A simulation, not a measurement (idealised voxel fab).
process module | voxel capacitor over wiring
cross-section cut | 180 nm wide | cells 5 nm
A cross-section is a grid of square cells, given in bands from the top down. A band is one or more rows of cells.
Each band's line starts with the height of the band's top and of its bottom, in nm. Then come its materials from left to right, each with its width in nm. One material with "throughout" fills the band from edge to edge. "air" is empty space.
Height 0 is the level under which the wafer as received is all one material. The lowest band goes on downwards, as in "0 down".
A width such as "30 to 40" changes by the same amount from each row of cells to the next, from the band's top row to its bottom row.
"no change" after a step means that no cell of the cross-section changed.
closed voids: empty space of 8 cells or more with no open way to the top, each as width x height at its distance from the left edge, in nm
after a step's settings: what the simulator itself notes on the step
overlay nm, on a step with a mask: how far to the right of its planned place the mask lay; to the left if negative
plan
1 op RECEIVE | material Si
2 op CONFORMAL_DEP | material SiO2 | thk nm 10
3 op DIRECTIONAL_DEP | material TiN | thk nm 5
4 op DIRECTIONAL_DEP | material Ru | thk nm 20
5 op MASKED_ETCH | tone cover | mask id METAL_1 | width nm 20 | pitch nm 75 | etch materials Ru | depth nm 20 | overlay nm 0
6 op MASKED_ETCH | tone cover | mask id METAL_1 | width nm 20 | pitch nm 75 | etch materials TiN | depth nm 5 | overlay nm 0
7 op CONFORMAL_DEP | material SiN | thk nm 5
8 op FILL_DEP | material SiO2 | thk nm 10
9 op CMP | height nm 35
10 op CONFORMAL_DEP | material SiCN | thk nm 5
11 op DIRECTIONAL_DEP | material lowk | thk nm 10
12 op PATTERN | tone open | mask id PLUG_1 | material resist | width nm 15 | thk nm 15 | overlay nm 0
13 op DIRECTIONAL_ETCH | etch materials lowk | depth nm 10
14 op DIRECTIONAL_ETCH | etch materials SiCN | depth nm 5
15 op STRIP | etch materials resist
16 op CONFORMAL_DEP | material TiN | thk nm 5
17 op FILL_DEP | material W | thk nm 10
18 op CMP | height nm 50
19 op DIRECTIONAL_DEP | material TiN | thk nm 5
20 op DIRECTIONAL_DEP | material SiN | thk nm 5
21 op DIRECTIONAL_DEP | material TiN | thk nm 10
22 op PATTERN | tone cover | mask id UPPER_PLATE | material resist | width nm 60 | thk nm 15 | overlay nm 0
23 op DIRECTIONAL_ETCH | etch materials TiN | depth nm 10
24 op DIRECTIONAL_ETCH | etch materials SiN | depth nm 5
25 op STRIP | etch materials resist
26 op PATTERN | tone cover | mask id LOWER_PLATE | material resist | width nm 70 | thk nm 15 | overlay nm 0
27 op DIRECTIONAL_ETCH | etch materials TiN | depth nm 5
28 op STRIP | etch materials resist
29 op FILL_DEP | material SiO2 | thk nm 15
30 op CMP | height nm 80
31 op PATTERN | tone open | mask id PLUG_2 | material resist | width nm 15 | thk nm 15 | overlay nm 0
32 op DIRECTIONAL_ETCH | etch materials SiO2 | depth nm 10
33 op STRIP | etch materials resist
34 op CONFORMAL_DEP | material TiN | thk nm 5
35 op FILL_DEP | material Ru | thk nm 10
36 op CMP | height nm 80
37 op CONFORMAL_DEP | material SiCN | thk nm 5
as received, after step 1
  0 down: Si throughout
  closed voids: none
a wafer at the end: this start, this plan, one mistake
  85 to 80: SiCN throughout
  80 to 75: SiO2 55 | TiN 5 | Ru 5 | TiN 5 | SiO2 110
  75 to 70: SiO2 55 | TiN 15 | SiO2 110
  70 to 65: SiO2 throughout
  65 to 60: SiO2 45 | TiN 60 | SiO2 75
  60 to 55: SiO2 45 | SiN 60 | SiO2 75
  55 to 50: TiN 40 | SiO2 5 | TiN 60 | SiO2 5 | TiN 70
  50 to 40: lowk 45 | TiN 5 | W 5 | TiN 5 | lowk 120
  40 to 35: SiCN 45 | TiN 15 | SiCN 120
  35 to 15: SiO2 35 | SiN 5 | Ru 20 | SiN 5 | SiO2 45 | SiN 5 | Ru 20 | SiN 5 | SiO2 40
  15 to 10: SiN 40 | TiN 20 | SiN 55 | TiN 20 | SiN 45
  10 to 0: SiO2 throughout
  0 down: Si throughout
  closed voids: none
what went wrong: step 26 ran as: op PATTERN | tone open | mask id LOWER_PLATE | material resist | width nm 70 | thk nm 15 | overlay nm 0
